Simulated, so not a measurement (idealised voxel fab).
This is a process module. Its name is voxel self aligned vias.
Square cells of 5 nm make up the cross-section cut, whose width is 250 nm.
Cross-section, as written here: a square-cell grid given band by band from the top down, where a band holds one or more rows of cells. Quick guide to a band line: top height, bottom height (nm) up front; then every material left to right with its width in nm. Only one material and it's marked "all across"? Then it fills the band edge to edge. And "air" just means empty space. For the purposes of this specification, 0 denotes the height below which the wafer in its as-received condition is composed wholly of one material, and the lowermost band, lacking a lower limit, extends downward without end, as expressed in "0 down". Width: "30..40" (first number = top row, second number = bottom row, same change from row to row of cells). "remained unchanged" for a step: no cell of the cross-section changed in that step. Entry "Closed void register" = empty spaces >= 8 cells with no open way to the top; each as width x height at distance, distance from left edge, all nm. On a step's line, text after the settings is the simulator commenting on that step. What "overlay nm" on a step's line means: if the step has a mask, that mask lay this far to the right of its planned place, or, when the value is negative, to the left.
The following list gives the planned process steps:
1,RECEIVE: material Si
2,CONFORMAL_DEP: material SiO2, thk nm 10
3,CONFORMAL_DEP: material SiCN, thk nm 5
4,DIRECTIONAL_DEP: material lowk, thk nm 30
5,DIRECTIONAL_DEP: material aC, thk nm 10
6,PATTERN: tone open, mask id LINES, material resist, width nm 20, pitch nm 70, thk nm 25, overlay nm 0
7,DIRECTIONAL_ETCH: etch materials aC, depth nm 10
8,STRIP: etch materials resist
9,DIRECTIONAL_ETCH: etch materials lowk, depth nm 30
10,STRIP: etch materials aC
11,CONFORMAL_DEP: material TiN, thk nm 5
12,FILL_DEP: material Ru, thk nm 10
13,CMP: height nm 45
14,SELECTIVE_ETCH: etch materials W Ru TiN, depth nm 10
15,FILL_DEP: material SiN, thk nm 10
16,CMP: height nm 45
17,DIRECTIONAL_DEP: material lowk, thk nm 15
18,DIRECTIONAL_DEP: material aC, thk nm 10
19,PATTERN: tone open, mask id VIAS, material resist, width nm 40, pitch nm 70, thk nm 25, overlay nm 0
20,DIRECTIONAL_ETCH: etch materials aC, depth nm 10
21,STRIP: etch materials resist
22,DIRECTIONAL_ETCH: etch materials lowk, depth nm 15
23,DIRECTIONAL_ETCH: etch materials SiN, depth nm 10
24,STRIP: etch materials aC
25,CONFORMAL_DEP: material TiN, thk nm 5
26,FILL_DEP: material Ru, thk nm 5
27,CMP: height nm 60
28,CONFORMAL_DEP: material SiCN, thk nm 5
Shown in cross-section is the wafer as received, that is, as it stands after step 1:
  0 down = Si all across
  Closed void register: none
Cross-section: first of two wafers, module finished, run according to plan:
  65 to 60 = SiCN all across
  60 to 50 = lowk 70  TiN 5  Ru 30  TiN 5  lowk 30  TiN 5  Ru 30  TiN 5  lowk 70
  50 to 40 = lowk 70..80  TiN 15..5  Ru 10  TiN 15..5  lowk 30..50  TiN 15..5  Ru 10  TiN 15..5  lowk 70..80
  40 to 35 = lowk 80  TiN 20  lowk 50  TiN 20  lowk 80
  35 to 20 = lowk 80  TiN 5  Ru 10  TiN 5  lowk 50  TiN 5  Ru 10  TiN 5  lowk 80
  20 to 15 = lowk 80  TiN 20  lowk 50  TiN 20  lowk 80
  15 to 10 = SiCN all across
  10 to 0 = SiO2 all across
  0 down = Si all across
  Closed void register: none
Second wafer cross-section at end of module - shared start and plan with the first, one mistake in the run:
  65 to 60 = SiCN all across
  60 to 50 = lowk 65  TiN 5  Ru 30  TiN 5  lowk 30  TiN 5  Ru 30  TiN 5  lowk 75
  50 to 40 = lowk 65..80  TiN 20..5  Ru 10  TiN 10..5  lowk 30..50  TiN 20..5  Ru 10  TiN 10..5  lowk 75..80
  40 to 35 = lowk 80  TiN 20  lowk 50  TiN 20  lowk 80
  35 to 20 = lowk 80  TiN 5  Ru 10  TiN 5  lowk 50  TiN 5  Ru 10  TiN 5  lowk 80
  20 to 15 = lowk 80  TiN 20  lowk 50  TiN 20  lowk 80
  15 to 10 = SiCN all across
  10 to 0 = SiO2 all across
  0 down = Si all across
  Closed void register: none
Finding, execution versus plan: so step 19 ended up running with a different setting than we planned, it ran as PATTERN: tone open, mask id VIAS, material resist, width nm 40, pitch nm 70, thk nm 25, overlay nm -5
When the process is done, the second wafer contains the same cell count of every material as the first wafer, but distributed over other locations.
